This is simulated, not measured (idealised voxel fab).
The process module presented herein is designated voxel tone inversion.
cross-section cut | 225 nm wide | cells 5 nm
Cross-section format: a grid of square cells, given as bands from top to bottom; each band is one or more rows of cells. The entry gives the band's vertical extent as a top height and a bottom height in nm, then its horizontal make-up as materials from left to right, each with a width in nm. "blank" stands for empty space; a single material marked "edge to edge" fills the band edge to edge. Heights are reckoned from 0. Under this level, the received wafer is all of one material. The bottommost band is open-ended downward, for example "top 0, no bottom". Think of "30->40" as a width that walks from the first number to the second as you go down the band, top row to bottom row, taking equal-sized steps from row to row. "remained unchanged" (step): cross-section cells unchanged, all of them. For the entry "Closed void catalog", the listed items are empty spaces with no open way to the top whose size is 8 cells or more; each item follows the pattern width x height at distance, where distance is from the left edge and all three are in nm. Past the settings on a step's line: simulator remark, on that step. If you see "overlay nm" on a step's line and that step has a mask, it's telling you how far right of where it was planned the mask ended up; a negative number means it went left instead. Reading key. Pairs: pre-step and post-step cross-section, one process step apart; post-step view only to lowest changed band. Step between + settings: beneath pair. Runs: pairs may be from different runs of this module, same starting wafer. Continuation from pair above: only where "Pre-process cross-section" entry says.
**Pre-process cross-section**
top 0, no bottom: Si edge to edge
Closed void catalog: none
**Step Outcome**
top 5, bottom 0: SiCN edge to edge
Heights below 0 show no change.
Closed void catalog: none
What step was run between the cross-section before it and the cross-section after it, both above? CONFORMAL_DEP,material SiCN,thk nm 5
Pre-process cross-section: nothing new to draw here, it's the after view of the pair just above.
**Step Outcome**
top 30, bottom 5: polySi edge to edge
Heights below 5 show no change.
Closed void catalog: none
What step was run between the cross-section before it and the cross-section after it, both above? DIRECTIONAL_DEP,material polySi,thk nm 25
Pre-process cross-section: nothing new to draw here, it's the after view of the pair just above.
**Step Outcome**
top 65, bottom 30: blank 75 nm  resist 25 nm  blank 25 nm  resist 25 nm  blank 75 nm
Heights below 30 show no change.
Closed void catalog: none
What step was run between the cross-section before it and the cross-section after it, both above? PATTERN,tone cover,mask id POSTS,material resist,width nm 25,pitch nm 50,thk nm 35,overlay nm 0
Pre-process cross-section: nothing new to draw here, it's the after view of the pair just above.
**Step Outcome**
top 65, bottom 30: blank 75 nm  resist 25 nm  blank 25 nm  resist 25 nm  blank 75 nm
top 30, bottom 5: blank 75 nm  polySi 25 nm  blank 25 nm  polySi 25 nm  blank 75 nm
Heights below 5 show no change.
Closed void catalog: none
What step was run between the cross-section before it and the cross-section after it, both above? DIRECTIONAL_ETCH,etch materials polySi,depth nm 25
Pre-process cross-section: nothing new to draw here, it's the after view of the pair just above.
**Step Outcome**
top 30, bottom 5: blank 75 nm  polySi 25 nm  blank 25 nm  polySi 25 nm  blank 75 nm
Heights below 5 show no change.
Closed void catalog: none
What step was run between the cross-section before it and the cross-section after it, both above? STRIP,etch materials resist
Pre-process cross-section: nothing new to draw here, it's the after view of the pair just above.
**Step Outcome**
top 35, bottom 30: lowk edge to edge
top 30, bottom 5: lowk 75 nm  polySi 25 nm  lowk 25 nm  polySi 25 nm  lowk 75 nm
Heights below 5 show no change.
Closed void catalog: none
What step was run between the cross-section before it and the cross-section after it, both above? FILL_DEP,material lowk,thk nm 5
Pre-process cross-section: nothing new to draw here, it's the after view of the pair just above.
**Step Outcome**
top 30, bottom 5: lowk 75 nm  polySi 25 nm  lowk 25 nm  polySi 25 nm  lowk 75 nm
Heights below 5 show no change.
Closed void catalog: none
What step was run between the cross-section before it and the cross-section after it, both above? CMP,height nm 30
Pre-process cross-section: nothing new to draw here, it's the after view of the pair just above.
**Step Outcome**
top 30, bottom 5: lowk 75 nm  blank 25 nm  lowk 25 nm  blank 25 nm  lowk 75 nm
Heights below 5 show no change.
Closed void catalog: none
What step was run between the cross-section before it and the cross-section after it, both above? STRIP,etch materials polySi
**Pre-process cross-section**
top 0, no bottom: Si edge to edge
Closed void catalog: none
**Step Outcome**
top 25, bottom 0: polySi edge to edge
Heights below 0 show no change.
Closed void catalog: none
What step was run between the cross-section before it and the cross-section after it, both above? DIRECTIONAL_DEP,material polySi,thk nm 25
Pre-process cross-section: nothing new to draw here, it's the after view of the pair just above.
**Step Outcome**
top 60, bottom 25: blank 75 nm  resist 25 nm  blank 25 nm  resist 25 nm  blank 75 nm
Heights below 25 show no change.
Closed void catalog: none
What step was run between the cross-section before it and the cross-section after it, both above? PATTERN,tone cover,mask id POSTS,material resist,width nm 25,pitch nm 50,thk nm 35,overlay nm 0
Pre-process cross-section: nothing new to draw here, it's the after view of the pair just above.
**Step Outcome**
top 60, bottom 25: blank 75 nm  resist 25 nm  blank 25 nm  resist 25 nm  blank 75 nm
top 25, bottom 0: blank 75 nm  polySi 25 nm  blank 25 nm  polySi 25 nm  blank 75 nm
Heights below 0 show no change.
Closed void catalog: none
What step was run between the cross-section before it and the cross-section after it, both above? DIRECTIONAL_ETCH,etch materials polySi,depth nm 25
Pre-process cross-section: nothing new to draw here, it's the after view of the pair just above.
**Step Outcome**
top 25, bottom 0: blank 75 nm  polySi 25 nm  blank 25 nm  polySi 25 nm  blank 75 nm
Heights below 0 show no change.
Closed void catalog: none
What step was run between the cross-section before it and the cross-section after it, both above? STRIP,etch materials resist
Pre-process cross-section: nothing new to draw here, it's the after view of the pair just above.
**Step Outcome**
top 30, bottom 25: lowk edge to edge
top 25, bottom 0: lowk 75 nm  polySi 25 nm  lowk 25 nm  polySi 25 nm  lowk 75 nm
Heights below 0 show no change.
Closed void catalog: none
What step was run between the cross-section before it and the cross-section after it, both above? FILL_DEP,material lowk,thk nm 5
**Pre-process cross-section**
top 25, bottom 0: polySi edge to edge
top 0, no bottom: Si edge to edge
Closed void catalog: none
**Step Outcome**
top 30, bottom 25: SiCN edge to edge
Heights below 25 show no change.
Closed void catalog: none
What step was run between the cross-section before it and the cross-section after it, both above? CONFORMAL_DEP,material SiCN,thk nm 5
Pre-process cross-section: nothing new to draw here, it's the after view of the pair just above.
**Step Outcome**
top 65, bottom 30: blank 75 nm  resist 25 nm  blank 25 nm  resist 25 nm  blank 75 nm
Heights below 30 show no change.
Closed void catalog: none
What step was run between the cross-section before it and the cross-section after it, both above? PATTERN,tone cover,mask id POSTS,material resist,width nm 25,pitch nm 50,thk nm 35,overlay nm 0
Pre-process cross-section: nothing new to draw here, it's the after view of the pair just above.
**Step Outcome**
top 30, bottom 25: SiCN edge to edge
Heights below 25 show no change.
Closed void catalog: none
What step was run between the cross-section before it and the cross-section after it, both above? STRIP,etch materials resist
Pre-process cross-section: nothing new to draw here, it's the after view of the pair just above.
**Step Outcome**
top 35, bottom 30: lowk edge to edge
Heights below 30 show no change.
Closed void catalog: none
What step was run between the cross-section before it and the cross-section after it, both above? FILL_DEP,material lowk,thk nm 5
Pre-process cross-section: nothing new to draw here, it's the after view of the pair just above.
**Step Outcome**
top 30, bottom 25: SiCN edge to edge
Heights below 25 show no change.
Closed void catalog: none
What step was run between the cross-section before it and the cross-section after it, both above? CMP,height nm 30
**Pre-process cross-section**
top 5, bottom 0: SiCN edge to edge
top 0, no bottom: Si edge to edge
Closed void catalog: none
**Step Outcome**
top 25, bottom 5: polySi edge to edge
Heights below 5 show no change.
Closed void catalog: none
What step was run between the cross-section before it and the cross-section after it, both above? DIRECTIONAL_DEP,material polySi,thk nm 20
Pre-process cross-section: nothing new to draw here, it's the after view of the pair just above.
**Step Outcome**
top 60, bottom 25: blank 75 nm  resist 25 nm  blank 25 nm  resist 25 nm  blank 75 nm
Heights below 25 show no change.
Closed void catalog: none
What step was run between the cross-section before it and the cross-section after it, both above? PATTERN,tone cover,mask id POSTS,material resist,width nm 25,pitch nm 50,thk nm 35,overlay nm 0
Pre-process cross-section: nothing new to draw here, it's the after view of the pair just above.
**Step Outcome**
top 60, bottom 25: blank 75 nm  resist 25 nm  blank 25 nm  resist 25 nm  blank 75 nm
top 25, bottom 5: blank 75 nm  polySi 25 nm  blank 25 nm  polySi 25 nm  blank 75 nm
Heights below 5 show no change.
Closed void catalog: none
What step was run between the cross-section before it and the cross-section after it, both above? DIRECTIONAL_ETCH,etch materials polySi,depth nm 25
Pre-process cross-section: nothing new to draw here, it's the after view of the pair just above.
**Step Outcome**
top 25, bottom 5: blank 75 nm  polySi 25 nm  blank 25 nm  polySi 25 nm  blank 75 nm
Heights below 5 show no change.
Closed void catalog: none
What step was run between the cross-section before it and the cross-section after it, both above? STRIP,etch materials resist
Pre-process cross-section: nothing new to draw here, it's the after view of the pair just above.
**Step Outcome**
top 30, bottom 25: lowk edge to edge
top 25, bottom 5: lowk 75 nm  polySi 25 nm  lowk 25 nm  polySi 25 nm  lowk 75 nm
Heights below 5 show no change.
Closed void catalog: none
What step was run between the cross-section before it and the cross-section after it, both above? FILL_DEP,material lowk,thk nm 5
**Pre-process cross-section**
top 30, bottom 5: polySi edge to edge
top 5, bottom 0: SiCN edge to edge
top 0, no bottom: Si edge to edge
Closed void catalog: none
**Step Outcome**
top 65, bottom 30: blank 80 nm  resist 15 nm  blank 35 nm  resist 15 nm  blank 80 nm
Heights below 30 show no change.
Closed void catalog: none
What step was run between the cross-section before it and the cross-section after it, both above? PATTERN,tone cover,mask id POSTS,material resist,width nm 15,pitch nm 50,thk nm 35,overlay nm 0
Pre-process cross-section: nothing new to draw here, it's the after view of the pair just above.
**Step Outcome**
top 65, bottom 30: blank 80 nm  resist 15 nm  blank 35 nm  resist 15 nm  blank 80 nm
top 30, bottom 5: blank 80 nm  polySi 15 nm  blank 35 nm  polySi 15 nm  blank 80 nm
Heights below 5 show no change.
Closed void catalog: none
What step was run between the cross-section before it and the cross-section after it, both above? DIRECTIONAL_ETCH,etch materials polySi,depth nm 25
Pre-process cross-section: nothing new to draw here, it's the after view of the pair just above.
**Step Outcome**
top 30, bottom 5: blank 80 nm  polySi 15 nm  blank 35 nm  polySi 15 nm  blank 80 nm
Heights below 5 show no change.
Closed void catalog: none
What step was run between the cross-section before it and the cross-section after it, both above? STRIP,etch materials resist
Pre-process cross-section: nothing new to draw here, it's the after view of the pair just above.
**Step Outcome**
top 35, bottom 30: lowk edge to edge
top 30, bottom 5: lowk 80 nm  polySi 15 nm  lowk 35 nm  polySi 15 nm  lowk 80 nm
Heights below 5 show no change.
Closed void catalog: none
What step was run between the cross-section before it and the cross-section after it, both above? FILL_DEP,material lowk,thk nm 5
Pre-process cross-section: nothing new to draw here, it's the after view of the pair just above.
**Step Outcome**
top 30, bottom 5: lowk 80 nm  polySi 15 nm  lowk 35 nm  polySi 15 nm  lowk 80 nm
Heights below 5 show no change.
Closed void catalog: none
What step was run between the cross-section before it and the cross-section after it, both above? CMP,height nm 30
Pre-process cross-section: nothing new to draw here, it's the after view of the pair just above.
**Step Outcome**
top 30, bottom 5: lowk 80 nm  blank 15 nm  lowk 35 nm  blank 15 nm  lowk 80 nm
Heights below 5 show no change.
Closed void catalog: none
What step was run between the cross-section before it and the cross-section after it, both above? STRIP,etch materials polySi
**Pre-process cross-section**
top 30, bottom 5: polySi edge to edge
top 5, bottom 0: SiCN edge to edge
top 0, no bottom: Si edge to edge
Closed void catalog: none
**Step Outcome**
top 65, bottom 30: blank 65 nm  resist 25 nm  blank 25 nm  resist 25 nm  blank 85 nm
Heights below 30 show no change.
Closed void catalog: none
What step was run between the cross-section before it and the cross-section after it, both above? PATTERN,tone cover,mask id POSTS,material resist,width nm 25,pitch nm 50,thk nm 35,overlay nm -10
Pre-process cross-section: nothing new to draw here, it's the after view of the pair just above.
**Step Outcome**
top 65, bottom 30: blank 65 nm  resist 25 nm  blank 25 nm  resist 25 nm  blank 85 nm
top 30, bottom 5: blank 65 nm  polySi 25 nm  blank 25 nm  polySi 25 nm  blank 85 nm
Heights below 5 show no change.
Closed void catalog: none
What step was run between the cross-section before it and the cross-section after it, both above? DIRECTIONAL_ETCH,etch materials polySi,depth nm 25
Pre-process cross-section: nothing new to draw here, it's the after view of the pair just above.
**Step Outcome**
top 30, bottom 5: blank 65 nm  polySi 25 nm  blank 25 nm  polySi 25 nm  blank 85 nm
Heights below 5 show no change.
Closed void catalog: none
What step was run between the cross-section before it and the cross-section after it, both above? STRIP,etch materials resist
Pre-process cross-section: nothing new to draw here, it's the after view of the pair just above.
**Step Outcome**
top 35, bottom 30: lowk edge to edge
top 30, bottom 5: lowk 65 nm  polySi 25 nm  lowk 25 nm  polySi 25 nm  lowk 85 nm
Heights below 5 show no change.
Closed void catalog: none
What step was run between the cross-section before it and the cross-section after it, both above? FILL_DEP,material lowk,thk nm 5
Pre-process cross-section: nothing new to draw here, it's the after view of the pair just above.
**Step Outcome**
top 30, bottom 5: lowk 65 nm  polySi 25 nm  lowk 25 nm  polySi 25 nm  lowk 85 nm
Heights below 5 show no change.
Closed void catalog: none
What step was run between the cross-section before it and the cross-section after it, both above? CMP,height nm 30
Pre-process cross-section: nothing new to draw here, it's the after view of the pair just above.
**Step Outcome**
top 30, bottom 5: lowk 65 nm  blank 25 nm  lowk 25 nm  blank 25 nm  lowk 85 nm
Heights below 5 show no change.
Closed void catalog: none
What step was run between the cross-section before it and the cross-section after it, both above? STRIP,etch materials polySi
**Pre-process cross-section**
top 5, bottom 0: SiCN edge to edge
top 0, no bottom: Si edge to edge
Closed void catalog: none
**Step Outcome**
top 30, bottom 5: lowk edge to edge
Heights below 5 show no change.
Closed void catalog: none
What step was run between the cross-section before it and the cross-section after it, both above? DIRECTIONAL_DEP,material lowk,thk nm 25
Pre-process cross-section: nothing new to draw here, it's the after view of the pair just above.
**Step Outcome**
top 65, bottom 30: blank 75 nm  resist 25 nm  blank 25 nm  resist 25 nm  blank 75 nm
Heights below 30 show no change.
Closed void catalog: none
What step was run between the cross-section before it and the cross-section after it, both above? PATTERN,tone cover,mask id POSTS,material resist,width nm 25,pitch nm 50,thk nm 35,overlay nm 0
Pre-process cross-section: nothing new to draw here, it's the after view of the pair just above.
**Step Outcome**
top 30, bottom 5: lowk edge to edge
Heights below 5 show no change.
Closed void catalog: none
What step was run between the cross-section before it and the cross-section after it, both above? STRIP,etch materials resist
Pre-process cross-section: nothing new to draw here, it's the after view of the pair just above.
**Step Outcome**
top 35, bottom 5: lowk edge to edge
Heights below 5 show no change.
Closed void catalog: none
What step was run between the cross-section before it and the cross-section after it, both above? FILL_DEP,material lowk,thk nm 5
Pre-process cross-section: nothing new to draw here, it's the after view of the pair just above.
**Step Outcome**
top 30, bottom 5: lowk edge to edge
Heights below 5 show no change.
Closed void catalog: none
What step was run between the cross-section before it and the cross-section after it, both above? CMP,height nm 30
**Pre-process cross-section**
top 30, bottom 5: polySi edge to edge
top 5, bottom 0: SiCN edge to edge
top 0, no bottom: Si edge to edge
Closed void catalog: none
**Step Outcome**
top 65, bottom 30: resist 75 nm  blank 25 nm  resist 25 nm  blank 25 nm  resist 75 nm
Heights below 30 show no change.
Closed void catalog: none
What step was run between the cross-section before it and the cross-section after it, both above? PATTERN,tone open,mask id POSTS,material resist,width nm 25,pitch nm 50,thk nm 35,overlay nm 0
Pre-process cross-section: nothing new to draw here, it's the after view of the pair just above.
**Step Outcome**
top 65, bottom 30: resist 75 nm  blank 25 nm  resist 25 nm  blank 25 nm  resist 75 nm
top 30, bottom 5: polySi 75 nm  blank 25 nm  polySi 25 nm  blank 25 nm  polySi 75 nm
Heights below 5 show no change.
Closed void catalog: none
What step was run between the cross-section before it and the cross-section after it, both above? DIRECTIONAL_ETCH,etch materials polySi,depth nm 25
Pre-process cross-section: nothing new to draw here, it's the after view of the pair just above.
**Step Outcome**
top 30, bottom 5: polySi 75 nm  blank 25 nm  polySi 25 nm  blank 25 nm  polySi 75 nm
Heights below 5 show no change.
Closed void catalog: none
What step was run between the cross-section before it and the cross-section after it, both above? STRIP,etch materials resist
Pre-process cross-section: nothing new to draw here, it's the after view of the pair just above.
**Step Outcome**
top 35, bottom 30: lowk edge to edge
top 30, bottom 5: polySi 75 nm  lowk 25 nm  polySi 25 nm  lowk 25 nm  polySi 75 nm
Heights below 5 show no change.
Closed void catalog: none
What step was run between the cross-section before it and the cross-section after it, both above? FILL_DEP,material lowk,thk nm 5
Pre-process cross-section: nothing new to draw here, it's the after view of the pair just above.
**Step Outcome**
top 30, bottom 5: polySi 75 nm  lowk 25 nm  polySi 25 nm  lowk 25 nm  polySi 75 nm
Heights below 5 show no change.
Closed void catalog: none
What step was run between the cross-section before it and the cross-section after it, both above? CMP,height nm 30
Pre-process cross-section: nothing new to draw here, it's the after view of the pair just above.
**Step Outcome**
top 30, bottom 5: blank 75 nm  lowk 25 nm  blank 25 nm  lowk 25 nm  blank 75 nm
Heights below 5 show no change.
Closed void catalog: none
What step was run between the cross-section before it and the cross-section after it, both above? STRIP,etch materials polySi
